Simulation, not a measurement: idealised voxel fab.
Documented hereafter: the process module known as voxel air gaps.
Square cell edge 5 nm, section width 205 nm, ID cut.
Throughout this document, each cross-section is represented as a grid of square cells and is presented as a sequence of bands enumerated from the top downward, where a band comprises one or more rows of cells. Within each band entry, the heights of the top and of the bottom of the band appear first, in that order and in nm; the materials of the band then follow from left to right, each with its corresponding width in nm. The designation "throughout" on a single material indicates that it fills the band from edge to edge; the designation "blank" indicates empty space. Heights are reckoned from 0. Under this level, the received wafer is all of one material. The bottommost band is open-ended downward, for example "from 0 down". Quick explanation for "30..40": the width changes in equal steps down the rows of cells, from the first number in the band's top row to the second number in its bottom row. The designation "stayed the same", where it is given for a processing step, indicates that no cell of the cross-section was altered in the course of that step. Heads up: "Closed void roster" only lists the empty pockets with no open path to the top that are 8 cells or more, and it writes them as width x height at distance, distance from the left edge, in nm. after a step's settings: what the simulator itself notes on the step. Steps that use a mask can have "overlay nm" on their line. It says how far the mask sat to the right of where it was meant to be. Negative means to the left. Guide to the pairs. Each holds a before and an after cross-section around one process step; the after cross-section is cut off at the lowest band that changed. Look under the pair for the step between them and its settings. Pairs can come from different runs of this module on the same starting wafer, so a pair follows on from the one above it only where its entry headed "State before step" says it does.

State before step:
> from 0 down | Si throughout
> Closed void roster: none

Resulting Structure:
> from 15 to 0 | SiO2 throughout
> Beneath the level 0, the cross-section is identical to its previous state.
> Closed void roster: none
Looking at the two cross-sections above, the step in the middle is op CONFORMAL_DEP | material SiO2 | thk nm 15

State before step: check the pair just above; its after cross-section is our before state.

Resulting Structure:
> from 20 to 15 | SiN throughout
> Beneath the level 15, the cross-section is identical to its previous state.
> Closed void roster: none
Looking at the two cross-sections above, the step in the middle is op CONFORMAL_DEP | material SiN | thk nm 5

State before step: check the pair just above; its after cross-section is our before state.

Resulting Structure:
> from 60 to 20 | lowk throughout
> Beneath the level 20, the cross-section is identical to its previous state.
> Closed void roster: none
Looking at the two cross-sections above, the step in the middle is op DIRECTIONAL_DEP | material lowk | thk nm 40

State before step: check the pair just above; its after cross-section is our before state.

Resulting Structure:
> from 75 to 60 | aC throughout
> Beneath the level 60, the cross-section is identical to its previous state.
> Closed void roster: none
Looking at the two cross-sections above, the step in the middle is op DIRECTIONAL_DEP | material aC | thk nm 15

State before step: check the pair just above; its after cross-section is our before state.

Resulting Structure:
> from 105 to 75 | 40 resist | 25 blank | 25 resist | 25 blank | 25 resist | 25 blank | 40 resist
> Beneath the level 75, the cross-section is identical to its previous state.
> Closed void roster: none
Looking at the two cross-sections above, the step in the middle is op PATTERN | tone open | mask id LINES | material resist | width nm 25 | pitch nm 50 | thk nm 30 | overlay nm 0

State before step: check the pair just above; its after cross-section is our before state.

Resulting Structure:
> from 90 to 75 | 40 resist | 25 blank | 25 resist | 25 blank | 25 resist | 25 blank | 40 resist
> from 75 to 60 | 40 aC | 25 blank | 25 aC | 25 blank | 25 aC | 25 blank | 40 aC
> Beneath the level 60, the cross-section is identical to its previous state.
> Closed void roster: none
Looking at the two cross-sections above, the step in the middle is op DIRECTIONAL_ETCH | etch materials aC | depth nm 15

State before step: check the pair just above; its after cross-section is our before state.

Resulting Structure:
> from 75 to 60 | 40 aC | 25 blank | 25 aC | 25 blank | 25 aC | 25 blank | 40 aC
> Beneath the level 60, the cross-section is identical to its previous state.
> Closed void roster: none
Looking at the two cross-sections above, the step in the middle is op STRIP | etch materials resist

State before step: check the pair just above; its after cross-section is our before state.

Resulting Structure:
> from 75 to 60 | 40 aC | 25 blank | 25 aC | 25 blank | 25 aC | 25 blank | 40 aC
> from 60 to 20 | 40 lowk | 25 blank | 25 lowk | 25 blank | 25 lowk | 25 blank | 40 lowk
> Beneath the level 20, the cross-section is identical to its previous state.
> Closed void roster: none
Looking at the two cross-sections above, the step in the middle is op DIRECTIONAL_ETCH | etch materials lowk | depth nm 40

State before step: check the pair just above; its after cross-section is our before state.

Resulting Structure:
> from 60 to 20 | 40 lowk | 25 blank | 25 lowk | 25 blank | 25 lowk | 25 blank | 40 lowk
> Beneath the level 20, the cross-section is identical to its previous state.
> Closed void roster: none
Looking at the two cross-sections above, the step in the middle is op STRIP | etch materials aC

State before step: check the pair just above; its after cross-section is our before state.

Resulting Structure:
> from 65 to 60 | 45 TiN | 15 blank | 35 TiN | 15 blank | 35 TiN | 15 blank | 45 TiN
> from 60 to 25 | 40 lowk | 5 TiN | 15 blank | 5 TiN | 25 lowk | 5 TiN | 15 blank | 5 TiN | 25 lowk | 5 TiN | 15 blank | 5 TiN | 40 lowk
> from 25 to 20 | 40 lowk | 25 TiN | 25 lowk | 25 TiN | 25 lowk | 25 TiN | 40 lowk
> Beneath the level 20, the cross-section is identical to its previous state.
> Closed void roster: none
Looking at the two cross-sections above, the step in the middle is op CONFORMAL_DEP | material TiN | thk nm 5

State before step: check the pair just above; its after cross-section is our before state.

Resulting Structure:
> from 75 to 65 | W throughout
> from 65 to 60 | 45 TiN | 15 W | 35 TiN | 15 W | 35 TiN | 15 W | 45 TiN
> from 60 to 25 | 40 lowk | 5 TiN | 15 W | 5 TiN | 25 lowk | 5 TiN | 15 W | 5 TiN | 25 lowk | 5 TiN | 15 W | 5 TiN | 40 lowk
> Beneath the level 25, the cross-section is identical to its previous state.
> Closed void roster: none
Looking at the two cross-sections above, the step in the middle is op FILL_DEP | material W | thk nm 10

State before step: check the pair just above; its after cross-section is our before state.

Resulting Structure:
> from 60 to 25 | 40 lowk | 5 TiN | 15 W | 5 TiN | 25 lowk | 5 TiN | 15 W | 5 TiN | 25 lowk | 5 TiN | 15 W | 5 TiN | 40 lowk
> Beneath the level 25, the cross-section is identical to its previous state.
> Closed void roster: none
Looking at the two cross-sections above, the step in the middle is op CMP | height nm 60

State before step: check the pair just above; its after cross-section is our before state.

Resulting Structure:
> from 70 to 60 | 30 blank | 45 Ru | 5 blank | 45 Ru | 5 blank | 45 Ru | 30 blank
> Beneath the level 60, the cross-section is identical to its previous state.
> Closed void roster: none
Looking at the two cross-sections above, the step in the middle is op EPI | material Ru | thk nm 10

State before step: check the pair just above; its after cross-section is our before state.

Resulting Structure:
> from 70 to 60 | 30 blank | 45 Ru | 5 blank | 45 Ru | 5 blank | 45 Ru | 30 blank
> from 60 to 25 | 40 blank | 5 TiN | 15 W | 5 TiN | 25 blank | 5 TiN | 15 W | 5 TiN | 25 blank | 5 TiN | 15 W | 5 TiN | 40 blank
> from 25 to 20 | 40 blank | 25 TiN | 25 blank | 25 TiN | 25 blank | 25 TiN | 40 blank
> Beneath the level 20, the cross-section is identical to its previous state.
> Closed void roster: none
Looking at the two cross-sections above, the step in the middle is op SELECTIVE_ETCH | etch materials lowk | depth nm 50

State before step: check the pair just above; its after cross-section is our before state.

Resulting Structure:
> from 75 to 70 | 25 blank | 155 SiCN | 25 blank
> from 70 to 60 | 25 blank | 5 SiCN | 45 Ru | 5 SiCN | 45 Ru | 5 SiCN | 45 Ru | 5 SiCN | 25 blank
> from 60 to 55 | 25 blank | 15 SiCN | 5 TiN | 15 W | 5 TiN | 25 SiCN | 5 TiN | 15 W | 5 TiN | 25 SiCN | 5 TiN | 15 W | 5 TiN | 15 SiCN | 25 blank
> from 55 to 25 | 35 blank | 5 SiCN | 5 TiN | 15 W | 5 TiN | 5 SiCN | 15 blank | 5 SiCN | 5 TiN | 15 W | 5 TiN | 5 SiCN | 15 blank | 5 SiCN | 5 TiN | 15 W | 5 TiN | 5 SiCN | 35 blank
> from 25 to 20 | 40 SiCN | 25 TiN | 25 SiCN | 25 TiN | 25 SiCN | 25 TiN | 40 SiCN
> Beneath the level 20, the cross-section is identical to its previous state.
> Closed void roster: 15 x 30 at 70; 15 x 30 at 120
Looking at the two cross-sections above, the step in the middle is op CONFORMAL_DEP | material SiCN | thk nm 5

State before step:
> from 75 to 65 | W throughout
> from 65 to 60 | 45 TiN | 15 W | 35 TiN | 15 W | 35 TiN | 15 W | 45 TiN
> from 60 to 25 | 40 lowk | 5 TiN | 15 W | 5 TiN | 25 lowk | 5 TiN | 15 W | 5 TiN | 25 lowk | 5 TiN | 15 W | 5 TiN | 40 lowk
> from 25 to 20 | 40 lowk | 25 TiN | 25 lowk | 25 TiN | 25 lowk | 25 TiN | 40 lowk
> from 20 to 15 | SiN throughout
> from 15 to 0 | SiO2 throughout
> from 0 down | Si throughout
> Closed void roster: none

Resulting Structure:
> from 85 to 75 | Ru throughout
> Beneath the level 75, the cross-section is identical to its previous state.
> Closed void roster: none
Looking at the two cross-sections above, the step in the middle is op EPI | material Ru | thk nm 10

State before step: check the pair just above; its after cross-section is our before state.

Resulting Structure:
> from 90 to 85 | SiCN throughout
> Beneath the level 85, the cross-section is identical to its previous state.
> Closed void roster: none
Looking at the two cross-sections above, the step in the middle is op CONFORMAL_DEP | material SiCN | thk nm 5

State before step:
> from 15 to 0 | SiO2 throughout
> from 0 down | Si throughout
> Closed void roster: none

Resulting Structure:
> from 30 to 0 | SiO2 throughout
> Beneath the level 0, the cross-section is identical to its previous state.
> Closed void roster: none
Looking at the two cross-sections above, the step in the middle is op CONFORMAL_DEP | material SiO2 | thk nm 15

State before step: check the pair just above; its after cross-section is our before state.

Resulting Structure:
> from 35 to 30 | SiN throughout
> Beneath the level 30, the cross-section is identical to its previous state.
> Closed void roster: none
Looking at the two cross-sections above, the step in the middle is op CONFORMAL_DEP | material SiN | thk nm 5

State before step: check the pair just above; its after cross-section is our before state.

Resulting Structure:
> from 75 to 35 | lowk throughout
> Beneath the level 35, the cross-section is identical to its previous state.
> Closed void roster: none
Looking at the two cross-sections above, the step in the middle is op DIRECTIONAL_DEP | material lowk | thk nm 40

State before step: check the pair just above; its after cross-section is our before state.

Resulting Structure:
> from 90 to 75 | aC throughout
> Beneath the level 75, the cross-section is identical to its previous state.
> Closed void roster: none
Looking at the two cross-sections above, the step in the middle is op DIRECTIONAL_DEP | material aC | thk nm 15

State before step: check the pair just above; its after cross-section is our before state.

Resulting Structure:
> from 120 to 90 | 40 resist | 25 blank | 25 resist | 25 blank | 25 resist | 25 blank | 40 resist
> Beneath the level 90, the cross-section is identical to its previous state.
> Closed void roster: none
Looking at the two cross-sections above, the step in the middle is op PATTERN | tone open | mask id LINES | material resist | width nm 25 | pitch nm 50 | thk nm 30 | overlay nm 0

State before step: check the pair just above; its after cross-section is our before state.

Resulting Structure:
> from 105 to 90 | 40 resist | 25 blank | 25 resist | 25 blank | 25 resist | 25 blank | 40 resist
> from 90 to 75 | 40 aC | 25 blank | 25 aC | 25 blank | 25 aC | 25 blank | 40 aC
> Beneath the level 75, the cross-section is identical to its previous state.
> Closed void roster: none
Looking at the two cross-sections above, the step in the middle is op DIRECTIONAL_ETCH | etch materials aC | depth nm 15

State before step: check the pair just above; its after cross-section is our before state.

Resulting Structure:
> from 90 to 75 | 40 aC | 25 blank | 25 aC | 25 blank | 25 aC | 25 blank | 40 aC
> Beneath the level 75, the cross-section is identical to its previous state.
> Closed void roster: none
Looking at the two cross-sections above, the step in the middle is op STRIP | etch materials resist

State before step: check the pair just above; its after cross-section is our before state.

Resulting Structure:
> from 90 to 75 | 40 aC | 25 blank | 25 aC | 25 blank | 25 aC | 25 blank | 40 aC
> from 75 to 35 | 40 lowk | 25 blank | 25 lowk | 25 blank | 25 lowk | 25 blank | 40 lowk
> Beneath the level 35, the cross-section is identical to its previous state.
> Closed void roster: none
Looking at the two cross-sections above, the step in the middle is op DIRECTIONAL_ETCH | etch materials lowk | depth nm 40

State before step: check the pair just above; its after cross-section is our before state.

Resulting Structure:
> from 75 to 35 | 40 lowk | 25 blank | 25 lowk | 25 blank | 25 lowk | 25 blank | 40 lowk
> Beneath the level 35, the cross-section is identical to its previous state.
> Closed void roster: none
Looking at the two cross-sections above, the step in the middle is op STRIP | etch materials aC

State before step: check the pair just above; its after cross-section is our before state.

Resulting Structure:
> from 80 to 75 | 45 TiN | 15 blank | 35 TiN | 15 blank | 35 TiN | 15 blank | 45 TiN
> from 75 to 40 | 40 lowk | 5 TiN | 15 blank | 5 TiN | 25 lowk | 5 TiN | 15 blank | 5 TiN | 25 lowk | 5 TiN | 15 blank | 5 TiN | 40 lowk
> from 40 to 35 | 40 lowk | 25 TiN | 25 lowk | 25 TiN | 25 lowk | 25 TiN | 40 lowk
> Beneath the level 35, the cross-section is identical to its previous state.
> Closed void roster: none
Looking at the two cross-sections above, the step in the middle is op CONFORMAL_DEP | material TiN | thk nm 5

State before step: check the pair just above; its after cross-section is our before state.

Resulting Structure:
> from 90 to 80 | W throughout
> from 80 to 75 | 45 TiN | 15 W | 35 TiN | 15 W | 35 TiN | 15 W | 45 TiN
> from 75 to 40 | 40 lowk | 5 TiN | 15 W | 5 TiN | 25 lowk | 5 TiN | 15 W | 5 TiN | 25 lowk | 5 TiN | 15 W | 5 TiN | 40 lowk
> Beneath the level 40, the cross-section is identical to its previous state.
> Closed void roster: none
Looking at the two cross-sections above, the step in the middle is op FILL_DEP | material W | thk nm 10

State before step: check the pair just above; its after cross-section is our before state.

Resulting Structure:
> from 60 to 40 | 40 lowk | 5 TiN | 15 W | 5 TiN | 25 lowk | 5 TiN | 15 W | 5 TiN | 25 lowk | 5 TiN | 15 W | 5 TiN | 40 lowk
> Beneath the level 40, the cross-section is identical to its previous state.
> Closed void roster: none
Looking at the two cross-sections above, the step in the middle is op CMP | height nm 60

State before step: check the pair just above; its after cross-section is our before state.

Resulting Structure:
> from 70 to 60 | 30 blank | 45 Ru | 5 blank | 45 Ru | 5 blank | 45 Ru | 30 blank
> Beneath the level 60, the cross-section is identical to its previous state.
> Closed void roster: none
Looking at the two cross-sections above, the step in the middle is op EPI | material Ru | thk nm 10

State before step: check the pair just above; its after cross-section is our before state.

Resulting Structure:
> from 70 to 60 | 30 blank | 45 Ru | 5 blank | 45 Ru | 5 blank | 45 Ru | 30 blank
> from 60 to 40 | 40 blank | 5 TiN | 15 W | 5 TiN | 25 blank | 5 TiN | 15 W | 5 TiN | 25 blank | 5 TiN | 15 W | 5 TiN | 40 blank
> from 40 to 35 | 40 blank | 25 TiN | 25 blank | 25 TiN | 25 blank | 25 TiN | 40 blank
> Beneath the level 35, the cross-section is identical to its previous state.
> Closed void roster: none
Looking at the two cross-sections above, the step in the middle is op SELECTIVE_ETCH | etch materials lowk | depth nm 50

State before step: check the pair just above; its after cross-section is our before state.

Resulting Structure:
> from 75 to 70 | 25 blank | 155 SiCN | 25 blank
> from 70 to 60 | 25 blank | 5 SiCN | 45 Ru | 5 SiCN | 45 Ru | 5 SiCN | 45 Ru | 5 SiCN | 25 blank
> from 60 to 55 | 25 blank | 15 SiCN | 5 TiN | 15 W | 5 TiN | 25 SiCN | 5 TiN | 15 W | 5 TiN | 25 SiCN | 5 TiN | 15 W | 5 TiN | 15 SiCN | 25 blank
> from 55 to 40 | 35 blank | 5 SiCN | 5 TiN | 15 W | 5 TiN | 5 SiCN | 15 blank | 5 SiCN | 5 TiN | 15 W | 5 TiN | 5 SiCN | 15 blank | 5 SiCN | 5 TiN | 15 W | 5 TiN | 5 SiCN | 35 blank
> from 40 to 35 | 40 SiCN | 25 TiN | 25 SiCN | 25 TiN | 25 SiCN | 25 TiN | 40 SiCN
> Beneath the level 35, the cross-section is identical to its previous state.
> Closed void roster: 15 x 15 at 70; 15 x 15 at 120
Looking at the two cross-sections above, the step in the middle is op CONFORMAL_DEP | material SiCN | thk nm 5

State before step:
> from 60 to 25 | 40 lowk | 5 TiN | 15 W | 5 TiN | 25 lowk | 5 TiN | 15 W | 5 TiN | 25 lowk | 5 TiN | 15 W | 5 TiN | 40 lowk
> from 25 to 20 | 40 lowk | 25 TiN | 25 lowk | 25 TiN | 25 lowk | 25 TiN | 40 lowk
> from 20 to 15 | SiN throughout
> from 15 to 0 | SiO2 throughout
> from 0 down | Si throughout
> Closed void roster: none

Resulting Structure:
> from 60 to 25 | 40 blank | 5 TiN | 15 W | 5 TiN | 25 blank | 5 TiN | 15 W | 5 TiN | 25 blank | 5 TiN | 15 W | 5 TiN | 40 blank
> from 25 to 20 | 40 blank | 25 TiN | 25 blank | 25 TiN | 25 blank | 25 TiN | 40 blank
> Beneath the level 20, the cross-section is identical to its previous state.
> Closed void roster: none
Looking at the two cross-sections above, the step in the middle is op SELECTIVE_ETCH | etch materials lowk | depth nm 50

State before step: check the pair just above; its after cross-section is our before state.

Resulting Structure:
> from 70 to 60 | 30 blank | 45 Ru | 5 blank | 45 Ru | 5 blank | 45 Ru | 30 blank
> from 60 to 25 | 30 blank | 10 Ru | 5 TiN | 15 W | 5 TiN | 10 Ru | 5 blank | 10 Ru | 5 TiN | 15 W | 5 TiN | 10 Ru | 5 blank | 10 Ru | 5 TiN | 15 W | 5 TiN | 10 Ru | 30 blank
> from 25 to 20 | 30 blank | 10 Ru | 25 TiN | 10 Ru | 5 blank | 10 Ru | 25 TiN | 10 Ru | 5 blank | 10 Ru | 25 TiN | 10 Ru | 30 blank
> Beneath the level 20, the cross-section is identical to its previous state.
> Closed void roster: none
Looking at the two cross-sections above, the step in the middle is op EPI | material Ru | thk nm 10

State before step: check the pair just above; its after cross-section is our before state.

Resulting Structure:
> from 75 to 70 | 25 blank | 155 SiCN | 25 blank
> from 70 to 60 | 25 blank | 5 SiCN | 45 Ru | 5 SiCN | 45 Ru | 5 SiCN | 45 Ru | 5 SiCN | 25 blank
> from 60 to 25 | 25 blank | 5 SiCN | 10 Ru | 5 TiN | 15 W | 5 TiN | 10 Ru | 5 SiCN | 10 Ru | 5 TiN | 15 W | 5 TiN | 10 Ru | 5 SiCN | 10 Ru | 5 TiN | 15 W | 5 TiN | 10 Ru | 5 SiCN | 25 blank
> from 25 to 20 | 30 SiCN | 10 Ru | 25 TiN | 10 Ru | 5 SiCN | 10 Ru | 25 TiN | 10 Ru | 5 SiCN | 10 Ru | 25 TiN | 10 Ru | 30 SiCN
> Beneath the level 20, the cross-section is identical to its previous state.
> Closed void roster: none
Looking at the two cross-sections above, the step in the middle is op CONFORMAL_DEP | material SiCN | thk nm 5

State before step:
> from 70 to 60 | 30 blank | 45 Ru | 5 blank | 45 Ru | 5 blank | 45 Ru | 30 blank
> from 60 to 25 | 40 blank | 5 TiN | 15 W | 5 TiN | 25 blank | 5 TiN | 15 W | 5 TiN | 25 blank | 5 TiN | 15 W | 5 TiN | 40 blank
> from 25 to 20 | 40 blank | 25 TiN | 25 blank | 25 TiN | 25 blank | 25 TiN | 40 blank
> from 20 to 15 | SiN throughout
> from 15 to 0 | SiO2 throughout
> from 0 down | Si throughout
> Closed void roster: none

Resulting Structure:
> from 85 to 70 | 15 blank | 175 SiCN | 15 blank
> from 70 to 60 | 15 blank | 15 SiCN | 45 Ru | 5 SiCN | 45 Ru | 5 SiCN | 45 Ru | 15 SiCN | 15 blank
> from 60 to 55 | 15 blank | 25 SiCN | 5 TiN | 15 W | 5 TiN | 25 SiCN | 5 TiN | 15 W | 5 TiN | 25 SiCN | 5 TiN | 15 W | 5 TiN | 25 SiCN | 15 blank
> from 55 to 45 | 15 blank | 25 SiCN | 5 TiN | 15 W | 5 TiN | 5 SiCN | 15 blank | 5 SiCN | 5 TiN | 15 W | 5 TiN | 5 SiCN | 15 blank | 5 SiCN | 5 TiN | 15 W | 5 TiN | 25 SiCN | 15 blank
> from 45 to 35 | 25 blank | 15 SiCN | 5 TiN | 15 W | 5 TiN | 5 SiCN | 15 blank | 5 SiCN | 5 TiN | 15 W | 5 TiN | 5 SiCN | 15 blank | 5 SiCN | 5 TiN | 15 W | 5 TiN | 15 SiCN | 25 blank
> from 35 to 25 | 40 SiCN | 5 TiN | 15 W | 5 TiN | 5 SiCN | 15 blank | 5 SiCN | 5 TiN | 15 W | 5 TiN | 5 SiCN | 15 blank | 5 SiCN | 5 TiN | 15 W | 5 TiN | 40 SiCN
> from 25 to 20 | 40 SiCN | 25 TiN | 25 SiCN | 25 TiN | 25 SiCN | 25 TiN | 40 SiCN
> Beneath the level 20, the cross-section is identical to its previous state.
> Closed void roster: 15 x 30 at 70; 15 x 30 at 120
Looking at the two cross-sections above, the step in the middle is op CONFORMAL_DEP | material SiCN | thk nm 15

State before step:
> from 75 to 60 | aC throughout
> from 60 to 20 | lowk throughout
> from 20 to 15 | SiN throughout
> from 15 to 0 | SiO2 throughout
> from 0 down | Si throughout
> Closed void roster: none

Resulting Structure:
> from 105 to 75 | 35 resist | 35 blank | 15 resist | 35 blank | 15 resist | 35 blank | 35 resist
> Beneath the level 75, the cross-section is identical to its previous state.
> Closed void roster: none
Looking at the two cross-sections above, the step in the middle is op PATTERN | tone open | mask id LINES | material resist | width nm 35 | pitch nm 50 | thk nm 30 | overlay nm 0

State before step: check the pair just above; its after cross-section is our before state.

Resulting Structure:
> from 90 to 75 | 35 resist | 35 blank | 15 resist | 35 blank | 15 resist | 35 blank | 35 resist
> from 75 to 60 | 35 aC | 35 blank | 15 aC | 35 blank | 15 aC | 35 blank | 35 aC
> Beneath the level 60, the cross-section is identical to its previous state.
> Closed void roster: none
Looking at the two cross-sections above, the step in the middle is op DIRECTIONAL_ETCH | etch materials aC | depth nm 15

State before step: check the pair just above; its after cross-section is our before state.

Resulting Structure:
> from 75 to 60 | 35 aC | 35 blank | 15 aC | 35 blank | 15 aC | 35 blank | 35 aC
> Beneath the level 60, the cross-section is identical to its previous state.
> Closed void roster: none
Looking at the two cross-sections above, the step in the middle is op STRIP | etch materials resist

State before step: check the pair just above; its after cross-section is our before state.

Resulting Structure:
> from 75 to 60 | 35 aC | 35 blank | 15 aC | 35 blank | 15 aC | 35 blank | 35 aC
> from 60 to 20 | 35 lowk | 35 blank | 15 lowk | 35 blank | 15 lowk | 35 blank | 35 lowk
> Beneath the level 20, the cross-section is identical to its previous state.
> Closed void roster: none
Looking at the two cross-sections above, the step in the middle is op DIRECTIONAL_ETCH | etch materials lowk | depth nm 40

State before step: check the pair just above; its after cross-section is our before state.

Resulting Structure:
> from 60 to 20 | 35 lowk | 35 blank | 15 lowk | 35 blank | 15 lowk | 35 blank | 35 lowk
> Beneath the level 20, the cross-section is identical to its previous state.
> Closed void roster: none
Looking at the two cross-sections above, the step in the middle is op STRIP | etch materials aC

State before step: check the pair just above; its after cross-section is our before state.

Resulting Structure:
> from 65 to 60 | 40 TiN | 25 blank | 25 TiN | 25 blank | 25 TiN | 25 blank | 40 TiN
> from 60 to 25 | 35 lowk | 5 TiN | 25 blank | 5 TiN | 15 lowk | 5 TiN | 25 blank | 5 TiN | 15 lowk | 5 TiN | 25 blank | 5 TiN | 35 lowk
> from 25 to 20 | 35 lowk | 35 TiN | 15 lowk | 35 TiN | 15 lowk | 35 TiN | 35 lowk
> Beneath the level 20, the cross-section is identical to its previous state.
> Closed void roster: none
Looking at the two cross-sections above, the step in the middle is op CONFORMAL_DEP | material TiN | thk nm 5

State before step: check the pair just above; its after cross-section is our before state.

Resulting Structure:
> from 75 to 65 | W throughout
> from 65 to 60 | 40 TiN | 25 W | 25 TiN | 25 W | 25 TiN | 25 W | 40 TiN
> from 60 to 25 | 35 lowk | 5 TiN | 25 W | 5 TiN | 15 lowk | 5 TiN | 25 W | 5 TiN | 15 lowk | 5 TiN | 25 W | 5 TiN | 35 lowk
> Beneath the level 25, the cross-section is identical to its previous state.
> Closed void roster: none
Looking at the two cross-sections above, the step in the middle is op FILL_DEP | material W | thk nm 10

State before step: check the pair just above; its after cross-section is our before state.

Resulting Structure:
> from 60 to 25 | 35 lowk | 5 TiN | 25 W | 5 TiN | 15 lowk | 5 TiN | 25 W | 5 TiN | 15 lowk | 5 TiN | 25 W | 5 TiN | 35 lowk
> Beneath the level 25, the cross-section is identical to its previous state.
> Closed void roster: none
Looking at the two cross-sections above, the step in the middle is op CMP | height nm 60

State before step: check the pair just above; its after cross-section is our before state.

Resulting Structure:
> from 70 to 60 | 25 blank | 155 Ru | 25 blank
> Beneath the level 60, the cross-section is identical to its previous state.
> Closed void roster: none
Looking at the two cross-sections above, the step in the middle is op EPI | material Ru | thk nm 10

State before step: check the pair just above; its after cross-section is our before state.

Resulting Structure:
> from 70 to 60 | 25 blank | 155 Ru | 25 blank
> from 60 to 25 | 35 blank | 5 TiN | 25 W | 5 TiN | 15 lowk | 5 TiN | 25 W | 5 TiN | 15 lowk | 5 TiN | 25 W | 5 TiN | 35 blank
> from 25 to 20 | 35 blank | 35 TiN | 15 lowk | 35 TiN | 15 lowk | 35 TiN | 35 blank
> Beneath the level 20, the cross-section is identical to its previous state.
> Closed void roster: none
Looking at the two cross-sections above, the step in the middle is op SELECTIVE_ETCH | etch materials lowk | depth nm 50

State before step: check the pair just above; its after cross-section is our before state.

Resulting Structure:
> from 75 to 70 | 20 blank | 165 SiCN | 20 blank
> from 70 to 60 | 20 blank | 5 SiCN | 155 Ru | 5 SiCN | 20 blank
> from 60 to 55 | 20 blank | 15 SiCN | 5 TiN | 25 W | 5 TiN | 15 lowk | 5 TiN | 25 W | 5 TiN | 15 lowk | 5 TiN | 25 W | 5 TiN | 15 SiCN | 20 blank
> from 55 to 25 | 30 blank | 5 SiCN | 5 TiN | 25 W | 5 TiN | 15 lowk | 5 TiN | 25 W | 5 TiN | 15 lowk | 5 TiN | 25 W | 5 TiN | 5 SiCN | 30 blank
> from 25 to 20 | 35 SiCN | 35 TiN | 15 lowk | 35 TiN | 15 lowk | 35 TiN | 35 SiCN
> Beneath the level 20, the cross-section is identical to its previous state.
> Closed void roster: none
Looking at the two cross-sections above, the step in the middle is op CONFORMAL_DEP | material SiCN | thk nm 5

State before step:
> from 75 to 60 | aC throughout
> from 60 to 20 | lowk throughout
> from 20 to 15 | SiN throughout
> from 15 to 0 | SiO2 throughout
> from 0 down | Si throughout
> Closed void roster: none

Resulting Structure:
> from 105 to 75 | 35 resist | 25 blank | 25 resist | 25 blank | 25 resist | 25 blank | 45 resist
> Beneath the level 75, the cross-section is identical to its previous state.
> Closed void roster: none
Looking at the two cross-sections above, the step in the middle is op PATTERN | tone open | mask id LINES | material resist | width nm 25 | pitch nm 50 | thk nm 30 | overlay nm -5

State before step: check the pair just above; its after cross-section is our before state.

Resulting Structure:
> from 90 to 75 | 35 resist | 25 blank | 25 resist | 25 blank | 25 resist | 25 blank | 45 resist
> from 75 to 60 | 35 aC | 25 blank | 25 aC | 25 blank | 25 aC | 25 blank | 45 aC
> Beneath the level 60, the cross-section is identical to its previous state.
> Closed void roster: none
Looking at the two cross-sections above, the step in the middle is op DIRECTIONAL_ETCH | etch materials aC | depth nm 15

State before step: check the pair just above; its after cross-section is our before state.

Resulting Structure:
> from 75 to 60 | 35 aC | 25 blank | 25 aC | 25 blank | 25 aC | 25 blank | 45 aC
> Beneath the level 60, the cross-section is identical to its previous state.
> Closed void roster: none
Looking at the two cross-sections above, the step in the middle is op STRIP | etch materials resist

State before step: check the pair just above; its after cross-section is our before state.

Resulting Structure:
> from 75 to 60 | 35 aC | 25 blank | 25 aC | 25 blank | 25 aC | 25 blank | 45 aC
> from 60 to 20 | 35 lowk | 25 blank | 25 lowk | 25 blank | 25 lowk | 25 blank | 45 lowk
> Beneath the level 20, the cross-section is identical to its previous state.
> Closed void roster: none
Looking at the two cross-sections above, the step in the middle is op DIRECTIONAL_ETCH | etch materials lowk | depth nm 40

State before step: check the pair just above; its after cross-section is our before state.

Resulting Structure:
> from 60 to 20 | 35 lowk | 25 blank | 25 lowk | 25 blank | 25 lowk | 25 blank | 45 lowk
> Beneath the level 20, the cross-section is identical to its previous state.
> Closed void roster: none
Looking at the two cross-sections above, the step in the middle is op STRIP | etch materials aC

State before step: check the pair just above; its after cross-section is our before state.

Resulting Structure:
> from 65 to 60 | 40 TiN | 15 blank | 35 TiN | 15 blank | 35 TiN | 15 blank | 50 TiN
> from 60 to 25 | 35 lowk | 5 TiN | 15 blank | 5 TiN | 25 lowk | 5 TiN | 15 blank | 5 TiN | 25 lowk | 5 TiN | 15 blank | 5 TiN | 45 lowk
> from 25 to 20 | 35 lowk | 25 TiN | 25 lowk | 25 TiN | 25 lowk | 25 TiN | 45 lowk
> Beneath the level 20, the cross-section is identical to its previous state.
> Closed void roster: none
Looking at the two cross-sections above, the step in the middle is op CONFORMAL_DEP | material TiN | thk nm 5

State before step: check the pair just above; its after cross-section is our before state.

Resulting Structure:
> from 75 to 65 | W throughout
> from 65 to 60 | 40 TiN | 15 W | 35 TiN | 15 W | 35 TiN | 15 W | 50 TiN
> from 60 to 25 | 35 lowk | 5 TiN | 15 W | 5 TiN | 25 lowk | 5 TiN | 15 W | 5 TiN | 25 lowk | 5 TiN | 15 W | 5 TiN | 45 lowk
> Beneath the level 25, the cross-section is identical to its previous state.
> Closed void roster: none
Looking at the two cross-sections above, the step in the middle is op FILL_DEP | material W | thk nm 10

State before step: check the pair just above; its after cross-section is our before state.

Resulting Structure:
> from 60 to 25 | 35 lowk | 5 TiN | 15 W | 5 TiN | 25 lowk | 5 TiN | 15 W | 5 TiN | 25 lowk | 5 TiN | 15 W | 5 TiN | 45 lowk
> Beneath the level 25, the cross-section is identical to its previous state.
> Closed void roster: none
Looking at the two cross-sections above, the step in the middle is op CMP | height nm 60

State before step: check the pair just above; its after cross-section is our before state.

Resulting Structure:
> from 70 to 60 | 25 blank | 45 Ru | 5 blank | 45 Ru | 5 blank | 45 Ru | 35 blank
> Beneath the level 60, the cross-section is identical to its previous state.
> Closed void roster: none
Looking at the two cross-sections above, the step in the middle is op EPI | material Ru | thk nm 10

State before step: check the pair just above; its after cross-section is our before state.

Resulting Structure:
> from 70 to 60 | 25 blank | 45 Ru | 5 blank | 45 Ru | 5 blank | 45 Ru | 35 blank
> from 60 to 25 | 35 blank | 5 TiN | 15 W | 5 TiN | 25 blank | 5 TiN | 15 W | 5 TiN | 25 blank | 5 TiN | 15 W | 5 TiN | 45 blank
> from 25 to 20 | 35 blank | 25 TiN | 25 blank | 25 TiN | 25 blank | 25 TiN | 45 blank
> Beneath the level 20, the cross-section is identical to its previous state.
> Closed void roster: none
Looking at the two cross-sections above, the step in the middle is op SELECTIVE_ETCH | etch materials lowk | depth nm 50
